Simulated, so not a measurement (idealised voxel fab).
process module | voxel tone inversion
cross-section cut | 275 nm wide | cells 5 nm
A cross-section is a grid of square cells, given in bands from the top down. A band is one or more rows of cells.
Each band's line starts with the height of the band's top and of its bottom, in nm. Then come its materials from left to right, each with its width in nm. One material with "throughout" fills the band from edge to edge. "air" is empty space.
Height 0 is the level under which the wafer as received is all one material. The lowest band goes on downwards, as in "0 down".
A width such as "30 to 40" changes by the same amount from each row of cells to the next, from the band's top row to its bottom row.
"no change" after a step means that no cell of the cross-section changed.
closed voids: empty space of 8 cells or more with no open way to the top, each as width x height at its distance from the left edge, in nm
after a step's settings: what the simulator itself notes on the step
overlay nm, on a step with a mask: how far to the right of its planned place the mask lay; to the left if negative
plan
1 op RECEIVE | material Si
2 op CONFORMAL_DEP | material SiN | thk nm 10
3 op DIRECTIONAL_DEP | material aC | thk nm 15
4 op PATTERN | tone cover | mask id POSTS | material resist | width nm 25 | pitch nm 45 | thk nm 20 | overlay nm 0
5 op DIRECTIONAL_ETCH | etch materials aC | depth nm 15
6 op STRIP | etch materials resist
7 op FILL_DEP | material SiO2 | thk nm 5
8 op CMP | height nm 25
9 op STRIP | etch materials aC
10 op CONFORMAL_DEP | material TiN | thk nm 5
11 op FILL_DEP | material Cu | thk nm 5
12 op CMP | height nm 25
13 op CONFORMAL_DEP | material SiN | thk nm 5
first wafer, as planned
as received, after step 1
  0 down: Si throughout
  closed voids: none
after step 2
  10 to 0: SiN throughout
  below 0: unchanged
after step 3
  25 to 10: aC throughout
  below 10: unchanged
after step 4
  45 to 25: air 55 | resist 25 | air 20 | resist 25 | air 20 | resist 25 | air 20 | resist 25 | air 60
  below 25: unchanged
after step 5
  30 to 25: air 55 | resist 25 | air 20 | resist 25 | air 20 | resist 25 | air 20 | resist 25 | air 60
  25 to 10: air 55 | aC 25 | air 20 | aC 25 | air 20 | aC 25 | air 20 | aC 25 | air 60
  below 10: unchanged
after step 6
  25 to 10: air 55 | aC 25 | air 20 | aC 25 | air 20 | aC 25 | air 20 | aC 25 | air 60
  below 10: unchanged
after step 7
  30 to 25: SiO2 throughout
  25 to 10: SiO2 55 | aC 25 | SiO2 20 | aC 25 | SiO2 20 | aC 25 | SiO2 20 | aC 25 | SiO2 60
  below 10: unchanged
after step 8
  25 to 10: SiO2 55 | aC 25 | SiO2 20 | aC 25 | SiO2 20 | aC 25 | SiO2 20 | aC 25 | SiO2 60
  below 10: unchanged
after step 9
  25 to 10: SiO2 55 | air 25 | SiO2 20 | air 25 | SiO2 20 | air 25 | SiO2 20 | air 25 | SiO2 60
  below 10: unchanged
after step 10
  30 to 25: TiN 60 | air 15 | TiN 30 | air 15 | TiN 30 | air 15 | TiN 30 | air 15 | TiN 65
  25 to 15: SiO2 55 | TiN 5 | air 15 | TiN 5 | SiO2 20 | TiN 5 | air 15 | TiN 5 | SiO2 20 | TiN 5 | air 15 | TiN 5 | SiO2 20 | TiN 5 | air 15 | TiN 5 | SiO2 60
  15 to 10: SiO2 55 | TiN 25 | SiO2 20 | TiN 25 | SiO2 20 | TiN 25 | SiO2 20 | TiN 25 | SiO2 60
  below 10: unchanged
after step 11
  35 to 30: Cu throughout
  30 to 25: TiN 60 | Cu 15 | TiN 30 | Cu 15 | TiN 30 | Cu 15 | TiN 30 | Cu 15 | TiN 65
  25 to 15: SiO2 55 | TiN 5 | Cu 15 | TiN 5 | SiO2 20 | TiN 5 | Cu 15 | TiN 5 | SiO2 20 | TiN 5 | Cu 15 | TiN 5 | SiO2 20 | TiN 5 | Cu 15 | TiN 5 | SiO2 60
  below 15: unchanged
after step 12
  25 to 15: SiO2 55 | TiN 5 | Cu 15 | TiN 5 | SiO2 20 | TiN 5 | Cu 15 | TiN 5 | SiO2 20 | TiN 5 | Cu 15 | TiN 5 | SiO2 20 | TiN 5 | Cu 15 | TiN 5 | SiO2 60
  below 15: unchanged
after step 13
  30 to 25: SiN throughout
  below 25: unchanged
second wafer: like start, like plan, one mistake. Through step 2 it matches the first wafer
when step 3 should have ended
  25 to 0: SiN throughout
  below 0: unchanged
when step 4 should have ended
  45 to 25: air 55 | resist 25 | air 20 | resist 25 | air 20 | resist 25 | air 20 | resist 25 | air 60
  below 25: unchanged
when step 5 should have ended
  30 to 25: air 55 | resist 25 | air 20 | resist 25 | air 20 | resist 25 | air 20 | resist 25 | air 60
  below 25: unchanged
when step 6 should have ended
  25 to 0: SiN throughout
  below 0: unchanged
when step 7 should have ended
  30 to 25: SiO2 throughout
  below 25: unchanged
when step 8 should have ended
  25 to 0: SiN throughout
  below 0: unchanged
when step 9 should have ended: no change
when step 10 should have ended
  30 to 25: TiN throughout
  below 25: unchanged
when step 11 should have ended
  35 to 30: Cu throughout
  below 30: unchanged
when step 12 should have ended
  25 to 0: SiN throughout
  below 0: unchanged
when step 13 should have ended
  30 to 0: SiN throughout
  below 0: unchanged
what went wrong: step 3 ran as: op DIRECTIONAL_DEP | material SiN | thk nm 15
at the end the second wafer has, in cells: 24 fewer of Cu | 165 more of SiN | 105 fewer of SiO2 | 36 fewer of TiN
